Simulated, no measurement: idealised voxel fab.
This section sets out a process module, namely voxel wiring stack.
Section shown: cut. Width: 295 nm. Cell size: 5 nm, square.
How to read a cross-section here: the picture is a grid of square cells, written as bands going from the top down, and any band can span one or more rows of cells.
Heights first: top, then bottom, in nm. Then materials, left to right, each with a width in nm. "edge to edge" on a single material: fills the band edge to edge. "blank": empty space.
The level at which height equals 0 is the one under which the wafer, as it arrives, is entirely one material. No lower edge exists for the bottom band, which continues downward and is notated as in "0..down".
Read "30 to 40" as a graded width: first number on top, second number at the bottom, same change between each pair of neighbouring rows.
"no change" after a step means that no cell of the cross-section changed.
You'll see "Encapsulated voids" listing empty spaces that have no way open to the top, as long as they're 8 cells or more; the notation is width x height at distance, where the distance is from the left edge, and all of it is in nm.
after a step's settings: what the simulator itself notes on the step
On any step carrying a mask, the "overlay nm" setting, if present on the step's line, tells how far right of its planned place the mask lay; negative values point to the left.
### Planned process steps
step 1: RECEIVE (material Si)
step 2: CONFORMAL_DEP (material SiO2; thk nm 10)
step 3: CONFORMAL_DEP (material SiCN; thk nm 5)
step 4: DIRECTIONAL_DEP (material lowk; thk nm 25)
step 5: PATTERN (tone open; mask id METAL_1; material resist; width nm 25; pitch nm 45; thk nm 15; overlay nm 0)
step 6: DIRECTIONAL_ETCH (etch materials lowk; depth nm 25)
step 7: DIRECTIONAL_ETCH (etch materials SiCN; depth nm 5)
step 8: STRIP (etch materials resist)
step 9: CONFORMAL_DEP (material TiN; thk nm 5)
step 10: FILL_DEP (material Cu; thk nm 5)
step 11: CMP (height nm 40)
step 12: CONFORMAL_DEP (material SiCN; thk nm 5)
step 13: DIRECTIONAL_DEP (material lowk; thk nm 15)
step 14: DIRECTIONAL_DEP (material aC; thk nm 15)
step 15: PATTERN (tone open; mask id PLUG_1; material resist; width nm 15; thk nm 35; overlay nm 0)
step 16: DIRECTIONAL_ETCH (etch materials aC; depth nm 15)
step 17: STRIP (etch materials resist)
step 18: DIRECTIONAL_ETCH (etch materials lowk; depth nm 15)
step 19: DIRECTIONAL_ETCH (etch materials SiCN; depth nm 5)
step 20: STRIP (etch materials aC)
step 21: EPI (material Ru; thk nm 10)
step 22: EPI (material Ru; thk nm 10)
step 23: CONFORMAL_DEP (material SiCN; thk nm 5)
step 24: DIRECTIONAL_DEP (material lowk; thk nm 15)
step 25: PATTERN (tone open; mask id METAL_2; material resist; width nm 25; pitch nm 45; thk nm 20; overlay nm 0)
step 26: DIRECTIONAL_ETCH (etch materials lowk; depth nm 15)
step 27: DIRECTIONAL_ETCH (etch materials SiCN; depth nm 5)
step 28: STRIP (etch materials resist)
step 29: CONFORMAL_DEP (material TiN; thk nm 5)
step 30: FILL_DEP (material Ru; thk nm 5)
step 31: CMP (height nm 80)
step 32: CONFORMAL_DEP (material SiCN; thk nm 5)
step 33: DIRECTIONAL_DEP (material SiO2; thk nm 20)
step 34: PATTERN (tone open; mask id PLUG_2; material resist; width nm 15; thk nm 20; overlay nm 0)
step 35: DIRECTIONAL_ETCH (etch materials SiO2; depth nm 20)
step 36: DIRECTIONAL_ETCH (etch materials SiCN; depth nm 5)
step 37: STRIP (etch materials resist)
step 38: CONFORMAL_DEP (material TiN; thk nm 5)
step 39: FILL_DEP (material Cu; thk nm 5)
step 40: CMP (height nm 105)
step 41: DIRECTIONAL_DEP (material TiN; thk nm 5)
step 42: DIRECTIONAL_DEP (material Ru; thk nm 25)
step 43: DIRECTIONAL_DEP (material aC; thk nm 10)
step 44: PATTERN (tone cover; mask id METAL_3; material resist; width nm 25; pitch nm 45; thk nm 25; overlay nm 0)
step 45: DIRECTIONAL_ETCH (etch materials aC; depth nm 10)
step 46: STRIP (etch materials resist)
step 47: DIRECTIONAL_ETCH (etch materials Ru; depth nm 25)
step 48: DIRECTIONAL_ETCH (etch materials TiN; depth nm 5)
step 49: STRIP (etch materials aC)
step 50: CONFORMAL_DEP (material SiN; thk nm 5)
step 51: FILL_DEP (material SiO2; thk nm 5)
step 52: CMP (height nm 135)
step 53: CONFORMAL_DEP (material SiN; thk nm 5)
### Account of the first of two wafers, which was processed as intended
### As-received state of the wafer in cross-section, equivalent to post-step 1
> 0..down  Si edge to edge
> Encapsulated voids: none
### Upon completion of step 2, the wafer appears in cross-section as shown
> 10..0  SiO2 edge to edge
> Note: structure below 0 unchanged.
### Upon completion of step 3, the wafer appears in cross-section as shown
> 15..10  SiCN edge to edge
> Note: structure below 10 unchanged.
### Upon completion of step 4, the wafer appears in cross-section as shown
> 40..15  lowk edge to edge
> Note: structure below 15 unchanged.
### Upon completion of step 5, the wafer appears in cross-section as shown
> 55..40  resist: 110, then blank: 25, then resist: 20, then blank: 25, then resist: 115
> Note: structure below 40 unchanged.
### Upon completion of step 6, the wafer appears in cross-section as shown
> 55..40  resist: 110, then blank: 25, then resist: 20, then blank: 25, then resist: 115
> 40..15  lowk: 110, then blank: 25, then lowk: 20, then blank: 25, then lowk: 115
> Note: structure below 15 unchanged.
### Upon completion of step 7, the wafer appears in cross-section as shown
> 55..40  resist: 110, then blank: 25, then resist: 20, then blank: 25, then resist: 115
> 40..15  lowk: 110, then blank: 25, then lowk: 20, then blank: 25, then lowk: 115
> 15..10  SiCN: 110, then blank: 25, then SiCN: 20, then blank: 25, then SiCN: 115
> Note: structure below 10 unchanged.
### Upon completion of step 8, the wafer appears in cross-section as shown
> 40..15  lowk: 110, then blank: 25, then lowk: 20, then blank: 25, then lowk: 115
> Note: structure below 15 unchanged.
### Upon completion of step 9, the wafer appears in cross-section as shown
> 45..40  TiN: 115, then blank: 15, then TiN: 30, then blank: 15, then TiN: 120
> 40..15  lowk: 110, then TiN: 5, then blank: 15, then TiN: 5, then lowk: 20, then TiN: 5, then blank: 15, then TiN: 5, then lowk: 115
> 15..10  SiCN: 110, then TiN: 25, then SiCN: 20, then TiN: 25, then SiCN: 115
> Note: structure below 10 unchanged.
### Upon completion of step 10, the wafer appears in cross-section as shown
> 50..45  Cu edge to edge
> 45..40  TiN: 115, then Cu: 15, then TiN: 30, then Cu: 15, then TiN: 120
> 40..15  lowk: 110, then TiN: 5, then Cu: 15, then TiN: 5, then lowk: 20, then TiN: 5, then Cu: 15, then TiN: 5, then lowk: 115
> Note: structure below 15 unchanged.
### Upon completion of step 11, the wafer appears in cross-section as shown
> 40..15  lowk: 110, then TiN: 5, then Cu: 15, then TiN: 5, then lowk: 20, then TiN: 5, then Cu: 15, then TiN: 5, then lowk: 115
> Note: structure below 15 unchanged.
### Upon completion of step 12, the wafer appears in cross-section as shown
> 45..40  SiCN edge to edge
> Note: structure below 40 unchanged.
### Upon completion of step 13, the wafer appears in cross-section as shown
> 60..45  lowk edge to edge
> Note: structure below 45 unchanged.
### Upon completion of step 14, the wafer appears in cross-section as shown
> 75..60  aC edge to edge
> Note: structure below 60 unchanged.
### Upon completion of step 15, the wafer appears in cross-section as shown
> 110..75  resist: 110, then blank: 15, then resist: 170
> Note: structure below 75 unchanged.
### Upon completion of step 16, the wafer appears in cross-section as shown
> 95..75  resist: 110, then blank: 15, then resist: 170
> 75..60  aC: 110, then blank: 15, then aC: 170
> Note: structure below 60 unchanged.
### Upon completion of step 17, the wafer appears in cross-section as shown
> 75..60  aC: 110, then blank: 15, then aC: 170
> Note: structure below 60 unchanged.
### Upon completion of step 18, the wafer appears in cross-section as shown
> 75..60  aC: 110, then blank: 15, then aC: 170
> 60..45  lowk: 110, then blank: 15, then lowk: 170
> Note: structure below 45 unchanged.
### Upon completion of step 19, the wafer appears in cross-section as shown
> 75..60  aC: 110, then blank: 15, then aC: 170
> 60..45  lowk: 110, then blank: 15, then lowk: 170
> 45..40  SiCN: 110, then blank: 15, then SiCN: 170
> Note: structure below 40 unchanged.
### Upon completion of step 20, the wafer appears in cross-section as shown
> 60..45  lowk: 110, then blank: 15, then lowk: 170
> Note: structure below 45 unchanged.
### Upon completion of step 21, the wafer appears in cross-section as shown
> 60..50  lowk: 110, then blank: 15, then lowk: 170
> 50..45  lowk: 110, then Ru: 15, then lowk: 170
> 45..40  SiCN: 110, then Ru: 15, then SiCN: 170
> Note: structure below 40 unchanged.
### Upon completion of step 22, the wafer appears in cross-section as shown
> 60..45  lowk: 110, then Ru: 15, then lowk: 170
> Note: structure below 45 unchanged.
### Upon completion of step 23, the wafer appears in cross-section as shown
> 65..60  SiCN edge to edge
> Note: structure below 60 unchanged.
### Upon completion of step 24, the wafer appears in cross-section as shown
> 80..65  lowk edge to edge
> Note: structure below 65 unchanged.
### Upon completion of step 25, the wafer appears in cross-section as shown
> 100..80  resist: 110, then blank: 25, then resist: 20, then blank: 25, then resist: 115
> Note: structure below 80 unchanged.
### Upon completion of step 26, the wafer appears in cross-section as shown
> 100..80  resist: 110, then blank: 25, then resist: 20, then blank: 25, then resist: 115
> 80..65  lowk: 110, then blank: 25, then lowk: 20, then blank: 25, then lowk: 115
> Note: structure below 65 unchanged.
### Upon completion of step 27, the wafer appears in cross-section as shown
> 100..80  resist: 110, then blank: 25, then resist: 20, then blank: 25, then resist: 115
> 80..65  lowk: 110, then blank: 25, then lowk: 20, then blank: 25, then lowk: 115
> 65..60  SiCN: 110, then blank: 25, then SiCN: 20, then blank: 25, then SiCN: 115
> Note: structure below 60 unchanged.
### Upon completion of step 28, the wafer appears in cross-section as shown
> 80..65  lowk: 110, then blank: 25, then lowk: 20, then blank: 25, then lowk: 115
> Note: structure below 65 unchanged.
### Upon completion of step 29, the wafer appears in cross-section as shown
> 85..80  TiN: 115, then blank: 15, then TiN: 30, then blank: 15, then TiN: 120
> 80..65  lowk: 110, then TiN: 5, then blank: 15, then TiN: 5, then lowk: 20, then TiN: 5, then blank: 15, then TiN: 5, then lowk: 115
> 65..60  SiCN: 110, then TiN: 25, then SiCN: 20, then TiN: 25, then SiCN: 115
> Note: structure below 60 unchanged.
### Upon completion of step 30, the wafer appears in cross-section as shown
> 90..85  Ru edge to edge
> 85..80  TiN: 115, then Ru: 15, then TiN: 30, then Ru: 15, then TiN: 120
> 80..65  lowk: 110, then TiN: 5, then Ru: 15, then TiN: 5, then lowk: 20, then TiN: 5, then Ru: 15, then TiN: 5, then lowk: 115
> Note: structure below 65 unchanged.
### Upon completion of step 31, the wafer appears in cross-section as shown
> 80..65  lowk: 110, then TiN: 5, then Ru: 15, then TiN: 5, then lowk: 20, then TiN: 5, then Ru: 15, then TiN: 5, then lowk: 115
> Note: structure below 65 unchanged.
### Upon completion of step 32, the wafer appears in cross-section as shown
> 85..80  SiCN edge to edge
> Note: structure below 80 unchanged.
### Upon completion of step 33, the wafer appears in cross-section as shown
> 105..85  SiO2 edge to edge
> Note: structure below 85 unchanged.
### Upon completion of step 34, the wafer appears in cross-section as shown
> 125..105  resist: 110, then blank: 15, then resist: 170
> Note: structure below 105 unchanged.
### Upon completion of step 35, the wafer appears in cross-section as shown
> 125..105  resist: 110, then blank: 15, then resist: 170
> 105..85  SiO2: 110, then blank: 15, then SiO2: 170
> Note: structure below 85 unchanged.
### Upon completion of step 36, the wafer appears in cross-section as shown
> 125..105  resist: 110, then blank: 15, then resist: 170
> 105..85  SiO2: 110, then blank: 15, then SiO2: 170
> 85..80  SiCN: 110, then blank: 15, then SiCN: 170
> Note: structure below 80 unchanged.
### Upon completion of step 37, the wafer appears in cross-section as shown
> 105..85  SiO2: 110, then blank: 15, then SiO2: 170
> Note: structure below 85 unchanged.
### Upon completion of step 38, the wafer appears in cross-section as shown
> 110..105  TiN: 115, then blank: 5, then TiN: 175
> 105..85  SiO2: 110, then TiN: 5, then blank: 5, then TiN: 5, then SiO2: 170
> 85..80  SiCN: 110, then TiN: 15, then SiCN: 170
> Note: structure below 80 unchanged.
### Upon completion of step 39, the wafer appears in cross-section as shown
> 115..110  Cu edge to edge
> 110..105  TiN: 115, then Cu: 5, then TiN: 175
> 105..85  SiO2: 110, then TiN: 5, then Cu: 5, then TiN: 5, then SiO2: 170
> Note: structure below 85 unchanged.
### Upon completion of step 40, the wafer appears in cross-section as shown
> 105..85  SiO2: 110, then TiN: 5, then Cu: 5, then TiN: 5, then SiO2: 170
> Note: structure below 85 unchanged.
### Upon completion of step 41, the wafer appears in cross-section as shown
> 110..105  TiN edge to edge
> Note: structure below 105 unchanged.
### Upon completion of step 42, the wafer appears in cross-section as shown
> 135..110  Ru edge to edge
> Note: structure below 110 unchanged.
### Upon completion of step 43, the wafer appears in cross-section as shown
> 145..135  aC edge to edge
> Note: structure below 135 unchanged.
### Upon completion of step 44, the wafer appears in cross-section as shown
> 170..145  blank: 110, then resist: 25, then blank: 20, then resist: 25, then blank: 115
> Note: structure below 145 unchanged.
### Upon completion of step 45, the wafer appears in cross-section as shown
> 160..145  blank: 110, then resist: 25, then blank: 20, then resist: 25, then blank: 115
> 145..135  blank: 110, then aC: 25, then blank: 20, then aC: 25, then blank: 115
> Note: structure below 135 unchanged.
### Upon completion of step 46, the wafer appears in cross-section as shown
> 145..135  blank: 110, then aC: 25, then blank: 20, then aC: 25, then blank: 115
> Note: structure below 135 unchanged.
### Upon completion of step 47, the wafer appears in cross-section as shown
> 145..135  blank: 110, then aC: 25, then blank: 20, then aC: 25, then blank: 115
> 135..110  blank: 110, then Ru: 25, then blank: 20, then Ru: 25, then blank: 115
> Note: structure below 110 unchanged.
### Upon completion of step 48, the wafer appears in cross-section as shown
> 145..135  blank: 110, then aC: 25, then blank: 20, then aC: 25, then blank: 115
> 135..110  blank: 110, then Ru: 25, then blank: 20, then Ru: 25, then blank: 115
> 110..105  blank: 110, then TiN: 25, then blank: 20, then TiN: 25, then blank: 115
> Note: structure below 105 unchanged.
### Upon completion of step 49, the wafer appears in cross-section as shown
> 135..110  blank: 110, then Ru: 25, then blank: 20, then Ru: 25, then blank: 115
> Note: structure below 110 unchanged.
### Upon completion of step 50, the wafer appears in cross-section as shown
> 140..135  blank: 105, then SiN: 35, then blank: 10, then SiN: 35, then blank: 110
> 135..110  blank: 105, then SiN: 5, then Ru: 25, then SiN: 5, then blank: 10, then SiN: 5, then Ru: 25, then SiN: 5, then blank: 110
> 110..105  SiN: 110, then TiN: 25, then SiN: 20, then TiN: 25, then SiN: 115
> Note: structure below 105 unchanged.
### Upon completion of step 51, the wafer appears in cross-section as shown
> 145..140  SiO2 edge to edge
> 140..135  SiO2: 105, then SiN: 35, then SiO2: 10, then SiN: 35, then SiO2: 110
> 135..110  SiO2: 105, then SiN: 5, then Ru: 25, then SiN: 5, then SiO2: 10, then SiN: 5, then Ru: 25, then SiN: 5, then SiO2: 110
> Note: structure below 110 unchanged.
### Upon completion of step 52, the wafer appears in cross-section as shown
> 135..110  SiO2: 105, then SiN: 5, then Ru: 25, then SiN: 5, then SiO2: 10, then SiN: 5, then Ru: 25, then SiN: 5, then SiO2: 110
> Note: structure below 110 unchanged.
### Upon completion of step 53, the wafer appears in cross-section as shown
> 140..135  SiN edge to edge
> Note: structure below 135 unchanged.
### Second wafer: same start and same plan as the first, one execution error; identical to the first through step 43
### Cross-sectional view of the second wafer at the intended end time of process step 44
> 170..145  blank: 105, then resist: 25, then blank: 20, then resist: 25, then blank: 120
> Note: structure below 145 unchanged.
### Cross-sectional view of the second wafer at the intended end time of process step 45
> 160..145  blank: 105, then resist: 25, then blank: 20, then resist: 25, then blank: 120
> 145..135  blank: 105, then aC: 25, then blank: 20, then aC: 25, then blank: 120
> Note: structure below 135 unchanged.
### Cross-sectional view of the second wafer at the intended end time of process step 46
> 145..135  blank: 105, then aC: 25, then blank: 20, then aC: 25, then blank: 120
> Note: structure below 135 unchanged.
### Cross-sectional view of the second wafer at the intended end time of process step 47
> 145..135  blank: 105, then aC: 25, then blank: 20, then aC: 25, then blank: 120
> 135..110  blank: 105, then Ru: 25, then blank: 20, then Ru: 25, then blank: 120
> Note: structure below 110 unchanged.
### Cross-sectional view of the second wafer at the intended end time of process step 48
> 145..135  blank: 105, then aC: 25, then blank: 20, then aC: 25, then blank: 120
> 135..110  blank: 105, then Ru: 25, then blank: 20, then Ru: 25, then blank: 120
> 110..105  blank: 105, then TiN: 25, then blank: 20, then TiN: 25, then blank: 120
> Note: structure below 105 unchanged.
### Cross-sectional view of the second wafer at the intended end time of process step 49
> 135..110  blank: 105, then Ru: 25, then blank: 20, then Ru: 25, then blank: 120
> Note: structure below 110 unchanged.
### Cross-sectional view of the second wafer at the intended end time of process step 50
> 140..135  blank: 100, then SiN: 35, then blank: 10, then SiN: 35, then blank: 115
> 135..110  blank: 100, then SiN: 5, then Ru: 25, then SiN: 5, then blank: 10, then SiN: 5, then Ru: 25, then SiN: 5, then blank: 115
> 110..105  SiN: 105, then TiN: 25, then SiN: 20, then TiN: 25, then SiN: 120
> Note: structure below 105 unchanged.
### Cross-sectional view of the second wafer at the intended end time of process step 51
> 145..140  SiO2 edge to edge
> 140..135  SiO2: 100, then SiN: 35, then SiO2: 10, then SiN: 35, then SiO2: 115
> 135..110  SiO2: 100, then SiN: 5, then Ru: 25, then SiN: 5, then SiO2: 10, then SiN: 5, then Ru: 25, then SiN: 5, then SiO2: 115
> Note: structure below 110 unchanged.
### Cross-sectional view of the second wafer at the intended end time of process step 52
> 135..110  SiO2: 100, then SiN: 5, then Ru: 25, then SiN: 5, then SiO2: 10, then SiN: 5, then Ru: 25, then SiN: 5, then SiO2: 115
> Note: structure below 110 unchanged.
### Cross-sectional view of the second wafer at the intended end time of process step 53
> 140..135  SiN edge to edge
> Note: structure below 135 unchanged.
What was the processing mistake? it should be noted that step 44 was executed with settings other than those planned, the operation and settings actually applied being PATTERN (tone cover; mask id METAL_3; material resist; width nm 25; pitch nm 45; thk nm 25; overlay nm -5)
Both wafers, final: cells per material equal; arrangement not.
